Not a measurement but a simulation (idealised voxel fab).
Proc. module: voxel wiring stack
Each square cell in cross-section cut measures 5 nm, and the section as a whole is 240 nm wide.
Think of the cross-section as a grid of square cells. We describe it in bands, top to bottom, and each band covers one or more rows of those cells.
Each band's line starts with the height of the band's top and of its bottom, in nm. Then come its materials from left to right, each with its width in nm. One material with "all across" fills the band from edge to edge. "blank" is empty space.
Height 0 is the level under which the wafer as received is all one material. The lowest band goes on downwards, as in "0 -> down".
It should be noted that a width expressed as "30..40" varies in equal increments from row to row of cells within the band, taking the value of the first number at the top row and that of the second number at the bottom row.
"left unchanged" after a step means that no cell of the cross-section changed.
"Closed internal cavities": empty spaces of 8 cells or more with no open way to the top, each given as width x height at distance, distance from the left edge, all in nm.
Whatever follows a step's settings on its line is a remark the simulator itself makes about that step.
Among the settings permitted on a step's line is "overlay nm"; applied to a step with a mask, it specifies the extent to which the mask lay to the right of its planned position, whereas a negative figure signifies a position to the left.

-- Set out below are the planned steps of the process
step 1: RECEIVE [material Si]
step 2: CONFORMAL_DEP [material SiO2] [thk nm 10]
step 3: DIRECTIONAL_DEP [material TiN] [thk nm 5]
step 4: DIRECTIONAL_DEP [material Ru] [thk nm 15]
step 5: PATTERN [tone cover] [mask id METAL_1] [material resist] [width nm 20] [pitch nm 45] [thk nm 20] [overlay nm 0]
step 6: DIRECTIONAL_ETCH [etch materials Ru] [depth nm 15]
step 7: DIRECTIONAL_ETCH [etch materials TiN] [depth nm 5]
step 8: STRIP [etch materials resist]
step 9: FILL_DEP [material SiO2] [thk nm 10]
step 10: CMP [height nm 30]
step 11: CONFORMAL_DEP [material SiCN] [thk nm 5]
step 12: DIRECTIONAL_DEP [material SiO2] [thk nm 25]
step 13: PATTERN [tone open] [mask id METAL_2_HOLES] [material resist] [width nm 15] [pitch nm 45] [thk nm 20] [overlay nm 0]
step 14: DIRECTIONAL_ETCH [etch materials SiO2] [depth nm 25]
step 15: STRIP [etch materials resist]
step 16: DIRECTIONAL_DEP [material aC] [thk nm 15]
step 17: PATTERN [tone open] [mask id METAL_2] [material resist] [width nm 20] [pitch nm 45] [thk nm 35] [overlay nm 0]
step 18: DIRECTIONAL_ETCH [etch materials aC] [depth nm 15]
step 19: STRIP [etch materials resist]
step 20: DIRECTIONAL_ETCH [etch materials SiO2] [depth nm 15]
step 21: DIRECTIONAL_ETCH [etch materials SiCN] [depth nm 5]
step 22: STRIP [etch materials aC]
step 23: CONFORMAL_DEP [material TiN] [thk nm 5]
step 24: FILL_DEP [material Cu] [thk nm 10]
step 25: CMP [height nm 60]
step 26: CONFORMAL_DEP [material SiCN] [thk nm 5]
step 27: DIRECTIONAL_DEP [material SiO2] [thk nm 15]
step 28: DIRECTIONAL_DEP [material aC] [thk nm 10]
step 29: PATTERN [tone open] [mask id PLUG_2] [material resist] [width nm 15] [pitch nm 90] [thk nm 25] [overlay nm 0]
step 30: DIRECTIONAL_ETCH [etch materials aC] [depth nm 10]
step 31: STRIP [etch materials resist]
step 32: DIRECTIONAL_ETCH [etch materials SiO2] [depth nm 15]
step 33: DIRECTIONAL_ETCH [etch materials SiCN] [depth nm 5]
step 34: STRIP [etch materials aC]
step 35: CONFORMAL_DEP [material TiN] [thk nm 5]
step 36: FILL_DEP [material Ru] [thk nm 10]
step 37: CMP [height nm 80]
step 38: CONFORMAL_DEP [material SiN] [thk nm 5]
step 39: DIRECTIONAL_DEP [material SiO2] [thk nm 15]
step 40: PATTERN [tone open] [mask id METAL_3] [material resist] [width nm 20] [pitch nm 45] [thk nm 20] [overlay nm 0]
step 41: DIRECTIONAL_ETCH [etch materials SiO2] [depth nm 15]
step 42: DIRECTIONAL_ETCH [etch materials SiN] [depth nm 5]
step 43: STRIP [etch materials resist]
step 44: CONFORMAL_DEP [material TiN] [thk nm 5]
step 45: FILL_DEP [material Ru] [thk nm 10]
step 46: CMP [height nm 100]
step 47: EPI [material Ru] [thk nm 5]
step 48: FILL_DEP [material SiCN] [thk nm 5]

-- The first wafer of two, processed as planned

-- Shown in cross-section is the wafer as received, that is, as it stands after step 1
    0 -> down = Si all across
    Closed internal cavities: none

-- after step 2
    10 -> 0 = SiO2 all across
    Everything under 0 stays put, no change at all.

-- after step 3
    15 -> 10 = TiN all across
    Everything under 10 stays put, no change at all.

-- after step 4
    30 -> 15 = Ru all across
    Everything under 15 stays put, no change at all.

-- after step 5
    50 -> 30 = blank 40 / resist 20 / blank 25 / resist 20 / blank 25 / resist 20 / blank 25 / resist 20 / blank 45
    Everything under 30 stays put, no change at all.

-- after step 6
    50 -> 30 = blank 40 / resist 20 / blank 25 / resist 20 / blank 25 / resist 20 / blank 25 / resist 20 / blank 45
    30 -> 15 = blank 40 / Ru 20 / blank 25 / Ru 20 / blank 25 / Ru 20 / blank 25 / Ru 20 / blank 45
    Everything under 15 stays put, no change at all.

-- after step 7
    50 -> 30 = blank 40 / resist 20 / blank 25 / resist 20 / blank 25 / resist 20 / blank 25 / resist 20 / blank 45
    30 -> 15 = blank 40 / Ru 20 / blank 25 / Ru 20 / blank 25 / Ru 20 / blank 25 / Ru 20 / blank 45
    15 -> 10 = blank 40 / TiN 20 / blank 25 / TiN 20 / blank 25 / TiN 20 / blank 25 / TiN 20 / blank 45
    Everything under 10 stays put, no change at all.

-- after step 8
    30 -> 15 = blank 40 / Ru 20 / blank 25 / Ru 20 / blank 25 / Ru 20 / blank 25 / Ru 20 / blank 45
    Everything under 15 stays put, no change at all.

-- after step 9
    40 -> 30 = SiO2 all across
    30 -> 15 = SiO2 40 / Ru 20 / SiO2 25 / Ru 20 / SiO2 25 / Ru 20 / SiO2 25 / Ru 20 / SiO2 45
    15 -> 10 = SiO2 40 / TiN 20 / SiO2 25 / TiN 20 / SiO2 25 / TiN 20 / SiO2 25 / TiN 20 / SiO2 45
    Everything under 10 stays put, no change at all.

-- after step 10
    30 -> 15 = SiO2 40 / Ru 20 / SiO2 25 / Ru 20 / SiO2 25 / Ru 20 / SiO2 25 / Ru 20 / SiO2 45
    Everything under 15 stays put, no change at all.

-- after step 11
    35 -> 30 = SiCN all across
    Everything under 30 stays put, no change at all.

-- after step 12
    60 -> 35 = SiO2 all across
    Everything under 35 stays put, no change at all.

-- after step 13
    80 -> 60 = resist 40 / blank 15 / resist 30 / blank 15 / resist 30 / blank 15 / resist 30 / blank 15 / resist 50
    Everything under 60 stays put, no change at all.

-- after step 14
    80 -> 60 = resist 40 / blank 15 / resist 30 / blank 15 / resist 30 / blank 15 / resist 30 / blank 15 / resist 50
    60 -> 35 = SiO2 40 / blank 15 / SiO2 30 / blank 15 / SiO2 30 / blank 15 / SiO2 30 / blank 15 / SiO2 50
    Everything under 35 stays put, no change at all.

-- after step 15
    60 -> 35 = SiO2 40 / blank 15 / SiO2 30 / blank 15 / SiO2 30 / blank 15 / SiO2 30 / blank 15 / SiO2 50
    Everything under 35 stays put, no change at all.

-- after step 16
    75 -> 60 = aC 40 / blank 15 / aC 30 / blank 15 / aC 30 / blank 15 / aC 30 / blank 15 / aC 50
    60 -> 50 = SiO2 40 / blank 15 / SiO2 30 / blank 15 / SiO2 30 / blank 15 / SiO2 30 / blank 15 / SiO2 50
    50 -> 35 = SiO2 40 / aC 15 / SiO2 30 / aC 15 / SiO2 30 / aC 15 / SiO2 30 / aC 15 / SiO2 50
    Everything under 35 stays put, no change at all.

-- after step 17
    110 -> 75 = resist 40 / blank 20 / resist 25 / blank 20 / resist 25 / blank 20 / resist 25 / blank 20 / resist 45
    Everything under 75 stays put, no change at all.

-- after step 18
    95 -> 75 = resist 40 / blank 20 / resist 25 / blank 20 / resist 25 / blank 20 / resist 25 / blank 20 / resist 45
    75 -> 60 = aC 40 / blank 20 / aC 25 / blank 20 / aC 25 / blank 20 / aC 25 / blank 20 / aC 45
    60 -> 35 = SiO2 40 / blank 15 / SiO2 30 / blank 15 / SiO2 30 / blank 15 / SiO2 30 / blank 15 / SiO2 50
    Everything under 35 stays put, no change at all.

-- after step 19
    75 -> 60 = aC 40 / blank 20 / aC 25 / blank 20 / aC 25 / blank 20 / aC 25 / blank 20 / aC 45
    Everything under 60 stays put, no change at all.

-- after step 20
    75 -> 60 = aC 40 / blank 20 / aC 25 / blank 20 / aC 25 / blank 20 / aC 25 / blank 20 / aC 45
    60 -> 45 = SiO2 40 / blank 20 / SiO2 25 / blank 20 / SiO2 25 / blank 20 / SiO2 25 / blank 20 / SiO2 45
    Everything under 45 stays put, no change at all.

-- after step 21
    75 -> 60 = aC 40 / blank 20 / aC 25 / blank 20 / aC 25 / blank 20 / aC 25 / blank 20 / aC 45
    60 -> 45 = SiO2 40 / blank 20 / SiO2 25 / blank 20 / SiO2 25 / blank 20 / SiO2 25 / blank 20 / SiO2 45
    45 -> 35 = SiO2 40 / blank 15 / SiO2 30 / blank 15 / SiO2 30 / blank 15 / SiO2 30 / blank 15 / SiO2 50
    35 -> 30 = SiCN 40 / blank 15 / SiCN 30 / blank 15 / SiCN 30 / blank 15 / SiCN 30 / blank 15 / SiCN 50
    Everything under 30 stays put, no change at all.

-- after step 22
    60 -> 45 = SiO2 40 / blank 20 / SiO2 25 / blank 20 / SiO2 25 / blank 20 / SiO2 25 / blank 20 / SiO2 45
    Everything under 45 stays put, no change at all.

-- after step 23
    65 -> 60 = TiN 45 / blank 10 / TiN 35 / blank 10 / TiN 35 / blank 10 / TiN 35 / blank 10 / TiN 50
    60 -> 50 = SiO2 40 / TiN 5 / blank 10 / TiN 5 / SiO2 25 / TiN 5 / blank 10 / TiN 5 / SiO2 25 / TiN 5 / blank 10 / TiN 5 / SiO2 25 / TiN 5 / blank 10 / TiN 5 / SiO2 45
    50 -> 45 = SiO2 40 / TiN 5 / blank 5 / TiN 10 / SiO2 25 / TiN 5 / blank 5 / TiN 10 / SiO2 25 / TiN 5 / blank 5 / TiN 10 / SiO2 25 / TiN 5 / blank 5 / TiN 10 / SiO2 45
    45 -> 35 = SiO2 40 / TiN 5 / blank 5 / TiN 5 / SiO2 30 / TiN 5 / blank 5 / TiN 5 / SiO2 30 / TiN 5 / blank 5 / TiN 5 / SiO2 30 / TiN 5 / blank 5 / TiN 5 / SiO2 50
    35 -> 30 = SiCN 40 / TiN 15 / SiCN 30 / TiN 15 / SiCN 30 / TiN 15 / SiCN 30 / TiN 15 / SiCN 50
    Everything under 30 stays put, no change at all.

-- after step 24
    75 -> 65 = Cu all across
    65 -> 60 = TiN 45 / Cu 10 / TiN 35 / Cu 10 / TiN 35 / Cu 10 / TiN 35 / Cu 10 / TiN 50
    60 -> 50 = SiO2 40 / TiN 5 / Cu 10 / TiN 5 / SiO2 25 / TiN 5 / Cu 10 / TiN 5 / SiO2 25 / TiN 5 / Cu 10 / TiN 5 / SiO2 25 / TiN 5 / Cu 10 / TiN 5 / SiO2 45
    50 -> 45 = SiO2 40 / TiN 5 / Cu 5 / TiN 10 / SiO2 25 / TiN 5 / Cu 5 / TiN 10 / SiO2 25 / TiN 5 / Cu 5 / TiN 10 / SiO2 25 / TiN 5 / Cu 5 / TiN 10 / SiO2 45
    45 -> 35 = SiO2 40 / TiN 5 / Cu 5 / TiN 5 / SiO2 30 / TiN 5 / Cu 5 / TiN 5 / SiO2 30 / TiN 5 / Cu 5 / TiN 5 / SiO2 30 / TiN 5 / Cu 5 / TiN 5 / SiO2 50
    Everything under 35 stays put, no change at all.

-- after step 25
    60 -> 50 = SiO2 40 / TiN 5 / Cu 10 / TiN 5 / SiO2 25 / TiN 5 / Cu 10 / TiN 5 / SiO2 25 / TiN 5 / Cu 10 / TiN 5 / SiO2 25 / TiN 5 / Cu 10 / TiN 5 / SiO2 45
    Everything under 50 stays put, no change at all.

-- after step 26
    65 -> 60 = SiCN all across
    Everything under 60 stays put, no change at all.

-- after step 27
    80 -> 65 = SiO2 all across
    Everything under 65 stays put, no change at all.

-- after step 28
    90 -> 80 = aC all across
    Everything under 80 stays put, no change at all.

-- after step 29
    115 -> 90 = resist 40 / blank 15 / resist 75 / blank 15 / resist 95
    Everything under 90 stays put, no change at all.

-- after step 30
    105 -> 90 = resist 40 / blank 15 / resist 75 / blank 15 / resist 95
    90 -> 80 = aC 40 / blank 15 / aC 75 / blank 15 / aC 95
    Everything under 80 stays put, no change at all.

-- after step 31
    90 -> 80 = aC 40 / blank 15 / aC 75 / blank 15 / aC 95
    Everything under 80 stays put, no change at all.

-- after step 32
    90 -> 80 = aC 40 / blank 15 / aC 75 / blank 15 / aC 95
    80 -> 65 = SiO2 40 / blank 15 / SiO2 75 / blank 15 / SiO2 95
    Everything under 65 stays put, no change at all.

-- after step 33
    90 -> 80 = aC 40 / blank 15 / aC 75 / blank 15 / aC 95
    80 -> 65 = SiO2 40 / blank 15 / SiO2 75 / blank 15 / SiO2 95
    65 -> 60 = SiCN 40 / blank 15 / SiCN 75 / blank 15 / SiCN 95
    Everything under 60 stays put, no change at all.

-- after step 34
    80 -> 65 = SiO2 40 / blank 15 / SiO2 75 / blank 15 / SiO2 95
    Everything under 65 stays put, no change at all.

-- after step 35
    85 -> 80 = TiN 45 / blank 5 / TiN 85 / blank 5 / TiN 100
    80 -> 65 = SiO2 40 / TiN 5 / blank 5 / TiN 5 / SiO2 75 / TiN 5 / blank 5 / TiN 5 / SiO2 95
    65 -> 60 = SiCN 40 / TiN 15 / SiCN 75 / TiN 15 / SiCN 95
    Everything under 60 stays put, no change at all.

-- after step 36
    95 -> 85 = Ru all across
    85 -> 80 = TiN 45 / Ru 5 / TiN 85 / Ru 5 / TiN 100
    80 -> 65 = SiO2 40 / TiN 5 / Ru 5 / TiN 5 / SiO2 75 / TiN 5 / Ru 5 / TiN 5 / SiO2 95
    Everything under 65 stays put, no change at all.

-- after step 37
    80 -> 65 = SiO2 40 / TiN 5 / Ru 5 / TiN 5 / SiO2 75 / TiN 5 / Ru 5 / TiN 5 / SiO2 95
    Everything under 65 stays put, no change at all.

-- after step 38
    85 -> 80 = SiN all across
    Everything under 80 stays put, no change at all.

-- after step 39
    100 -> 85 = SiO2 all across
    Everything under 85 stays put, no change at all.

-- after step 40
    120 -> 100 = resist 40 / blank 20 / resist 25 / blank 20 / resist 25 / blank 20 / resist 25 / blank 20 / resist 45
    Everything under 100 stays put, no change at all.

-- after step 41
    120 -> 100 = resist 40 / blank 20 / resist 25 / blank 20 / resist 25 / blank 20 / resist 25 / blank 20 / resist 45
    100 -> 85 = SiO2 40 / blank 20 / SiO2 25 / blank 20 / SiO2 25 / blank 20 / SiO2 25 / blank 20 / SiO2 45
    Everything under 85 stays put, no change at all.

-- after step 42
    120 -> 100 = resist 40 / blank 20 / resist 25 / blank 20 / resist 25 / blank 20 / resist 25 / blank 20 / resist 45
    100 -> 85 = SiO2 40 / blank 20 / SiO2 25 / blank 20 / SiO2 25 / blank 20 / SiO2 25 / blank 20 / SiO2 45
    85 -> 80 = SiN 40 / blank 20 / SiN 25 / blank 20 / SiN 25 / blank 20 / SiN 25 / blank 20 / SiN 45
    Everything under 80 stays put, no change at all.

-- after step 43
    100 -> 85 = SiO2 40 / blank 20 / SiO2 25 / blank 20 / SiO2 25 / blank 20 / SiO2 25 / blank 20 / SiO2 45
    Everything under 85 stays put, no change at all.

-- after step 44
    105 -> 100 = TiN 45 / blank 10 / TiN 35 / blank 10 / TiN 35 / blank 10 / TiN 35 / blank 10 / TiN 50
    100 -> 85 = SiO2 40 / TiN 5 / blank 10 / TiN 5 / SiO2 25 / TiN 5 / blank 10 / TiN 5 / SiO2 25 / TiN 5 / blank 10 / TiN 5 / SiO2 25 / TiN 5 / blank 10 / TiN 5 / SiO2 45
    85 -> 80 = SiN 40 / TiN 20 / SiN 25 / TiN 20 / SiN 25 / TiN 20 / SiN 25 / TiN 20 / SiN 45
    Everything under 80 stays put, no change at all.

-- after step 45
    115 -> 105 = Ru all across
    105 -> 100 = TiN 45 / Ru 10 / TiN 35 / Ru 10 / TiN 35 / Ru 10 / TiN 35 / Ru 10 / TiN 50
    100 -> 85 = SiO2 40 / TiN 5 / Ru 10 / TiN 5 / SiO2 25 / TiN 5 / Ru 10 / TiN 5 / SiO2 25 / TiN 5 / Ru 10 / TiN 5 / SiO2 25 / TiN 5 / Ru 10 / TiN 5 / SiO2 45
    Everything under 85 stays put, no change at all.

-- after step 46
    100 -> 85 = SiO2 40 / TiN 5 / Ru 10 / TiN 5 / SiO2 25 / TiN 5 / Ru 10 / TiN 5 / SiO2 25 / TiN 5 / Ru 10 / TiN 5 / SiO2 25 / TiN 5 / Ru 10 / TiN 5 / SiO2 45
    Everything under 85 stays put, no change at all.

-- after step 47
    105 -> 100 = blank 35 / Ru 30 / blank 15 / Ru 30 / blank 15 / Ru 30 / blank 15 / Ru 30 / blank 40
    Everything under 100 stays put, no change at all.

-- after step 48
    110 -> 105 = SiCN all across
    105 -> 100 = SiCN 35 / Ru 30 / SiCN 15 / Ru 30 / SiCN 15 / Ru 30 / SiCN 15 / Ru 30 / SiCN 40
    Everything under 100 stays put, no change at all.

-- For the second wafer, take the first wafer's start and plan, then add one mistake made in running it; everything through step 28, that step included, is shared with the first

-- Cross-section of the second wafer corresponding to the planned conclusion of step 29
    115 -> 90 = resist 40 / blank 20 / resist 70 / blank 20 / resist 90
    Everything under 90 stays put, no change at all.

-- Cross-section of the second wafer corresponding to the planned conclusion of step 30
    105 -> 90 = resist 40 / blank 20 / resist 70 / blank 20 / resist 90
    90 -> 80 = aC 40 / blank 20 / aC 70 / blank 20 / aC 90
    Everything under 80 stays put, no change at all.

-- Cross-section of the second wafer corresponding to the planned conclusion of step 31
    90 -> 80 = aC 40 / blank 20 / aC 70 / blank 20 / aC 90
    Everything under 80 stays put, no change at all.

-- Cross-section of the second wafer corresponding to the planned conclusion of step 32
    90 -> 80 = aC 40 / blank 20 / aC 70 / blank 20 / aC 90
    80 -> 65 = SiO2 40 / blank 20 / SiO2 70 / blank 20 / SiO2 90
    Everything under 65 stays put, no change at all.

-- Cross-section of the second wafer corresponding to the planned conclusion of step 33
    90 -> 80 = aC 40 / blank 20 / aC 70 / blank 20 / aC 90
    80 -> 65 = SiO2 40 / blank 20 / SiO2 70 / blank 20 / SiO2 90
    65 -> 60 = SiCN 40 / blank 20 / SiCN 70 / blank 20 / SiCN 90
    Everything under 60 stays put, no change at all.

-- Cross-section of the second wafer corresponding to the planned conclusion of step 34
    80 -> 65 = SiO2 40 / blank 20 / SiO2 70 / blank 20 / SiO2 90
    Everything under 65 stays put, no change at all.

-- Cross-section of the second wafer corresponding to the planned conclusion of step 35
    85 -> 80 = TiN 45 / blank 10 / TiN 80 / blank 10 / TiN 95
    80 -> 65 = SiO2 40 / TiN 5 / blank 10 / TiN 5 / SiO2 70 / TiN 5 / blank 10 / TiN 5 / SiO2 90
    65 -> 60 = SiCN 40 / TiN 20 / SiCN 70 / TiN 20 / SiCN 90
    Everything under 60 stays put, no change at all.

-- Cross-section of the second wafer corresponding to the planned conclusion of step 36
    95 -> 85 = Ru all across
    85 -> 80 = TiN 45 / Ru 10 / TiN 80 / Ru 10 / TiN 95
    80 -> 65 = SiO2 40 / TiN 5 / Ru 10 / TiN 5 / SiO2 70 / TiN 5 / Ru 10 / TiN 5 / SiO2 90
    Everything under 65 stays put, no change at all.

-- Cross-section of the second wafer corresponding to the planned conclusion of step 37
    80 -> 65 = SiO2 40 / TiN 5 / Ru 10 / TiN 5 / SiO2 70 / TiN 5 / Ru 10 / TiN 5 / SiO2 90
    Everything under 65 stays put, no change at all.

-- Cross-section of the second wafer corresponding to the planned conclusion of step 38
    85 -> 80 = SiN all across
    Everything under 80 stays put, no change at all.

-- Cross-section of the second wafer corresponding to the planned conclusion of step 39
    100 -> 85 = SiO2 all across
    Everything under 85 stays put, no change at all.

-- Cross-section of the second wafer corresponding to the planned conclusion of step 40
    120 -> 100 = resist 40 / blank 20 / resist 25 / blank 20 / resist 25 / blank 20 / resist 25 / blank 20 / resist 45
    Everything under 100 stays put, no change at all.

-- Cross-section of the second wafer corresponding to the planned conclusion of step 41
    120 -> 100 = resist 40 / blank 20 / resist 25 / blank 20 / resist 25 / blank 20 / resist 25 / blank 20 / resist 45
    100 -> 85 = SiO2 40 / blank 20 / SiO2 25 / blank 20 / SiO2 25 / blank 20 / SiO2 25 / blank 20 / SiO2 45
    Everything under 85 stays put, no change at all.

-- Cross-section of the second wafer corresponding to the planned conclusion of step 42
    120 -> 100 = resist 40 / blank 20 / resist 25 / blank 20 / resist 25 / blank 20 / resist 25 / blank 20 / resist 45
    100 -> 85 = SiO2 40 / blank 20 / SiO2 25 / blank 20 / SiO2 25 / blank 20 / SiO2 25 / blank 20 / SiO2 45
    85 -> 80 = SiN 40 / blank 20 / SiN 25 / blank 20 / SiN 25 / blank 20 / SiN 25 / blank 20 / SiN 45
    Everything under 80 stays put, no change at all.

-- Cross-section of the second wafer corresponding to the planned conclusion of step 43
    100 -> 85 = SiO2 40 / blank 20 / SiO2 25 / blank 20 / SiO2 25 / blank 20 / SiO2 25 / blank 20 / SiO2 45
    Everything under 85 stays put, no change at all.

-- Cross-section of the second wafer corresponding to the planned conclusion of step 44
    105 -> 100 = TiN 45 / blank 10 / TiN 35 / blank 10 / TiN 35 / blank 10 / TiN 35 / blank 10 / TiN 50
    100 -> 85 = SiO2 40 / TiN 5 / blank 10 / TiN 5 / SiO2 25 / TiN 5 / blank 10 / TiN 5 / SiO2 25 / TiN 5 / blank 10 / TiN 5 / SiO2 25 / TiN 5 / blank 10 / TiN 5 / SiO2 45
    85 -> 80 = SiN 40 / TiN 20 / SiN 25 / TiN 20 / SiN 25 / TiN 20 / SiN 25 / TiN 20 / SiN 45
    Everything under 80 stays put, no change at all.

-- Cross-section of the second wafer corresponding to the planned conclusion of step 45
    115 -> 105 = Ru all across
    105 -> 100 = TiN 45 / Ru 10 / TiN 35 / Ru 10 / TiN 35 / Ru 10 / TiN 35 / Ru 10 / TiN 50
    100 -> 85 = SiO2 40 / TiN 5 / Ru 10 / TiN 5 / SiO2 25 / TiN 5 / Ru 10 / TiN 5 / SiO2 25 / TiN 5 / Ru 10 / TiN 5 / SiO2 25 / TiN 5 / Ru 10 / TiN 5 / SiO2 45
    Everything under 85 stays put, no change at all.

-- Cross-section of the second wafer corresponding to the planned conclusion of step 46
    100 -> 85 = SiO2 40 / TiN 5 / Ru 10 / TiN 5 / SiO2 25 / TiN 5 / Ru 10 / TiN 5 / SiO2 25 / TiN 5 / Ru 10 / TiN 5 / SiO2 25 / TiN 5 / Ru 10 / TiN 5 / SiO2 45
    Everything under 85 stays put, no change at all.

-- Cross-section of the second wafer corresponding to the planned conclusion of step 47
    105 -> 100 = blank 35 / Ru 30 / blank 15 / Ru 30 / blank 15 / Ru 30 / blank 15 / Ru 30 / blank 40
    Everything under 100 stays put, no change at all.

-- Cross-section of the second wafer corresponding to the planned conclusion of step 48
    110 -> 105 = SiCN all across
    105 -> 100 = SiCN 35 / Ru 30 / SiCN 15 / Ru 30 / SiCN 15 / Ru 30 / SiCN 15 / Ru 30 / SiCN 40
    Everything under 100 stays put, no change at all.
Where did the run depart from the plan? contrary to plan, step 29 was performed as PATTERN [tone open] [mask id PLUG_2] [material resist] [width nm 20] [pitch nm 90] [thk nm 25] [overlay nm 0]
Wrapping up, a cell-based count of both wafers puts the second over or under the first for these materials: Ru: 6 more | SiCN: 2 fewer | SiO2: 6 fewer | TiN: 2 more
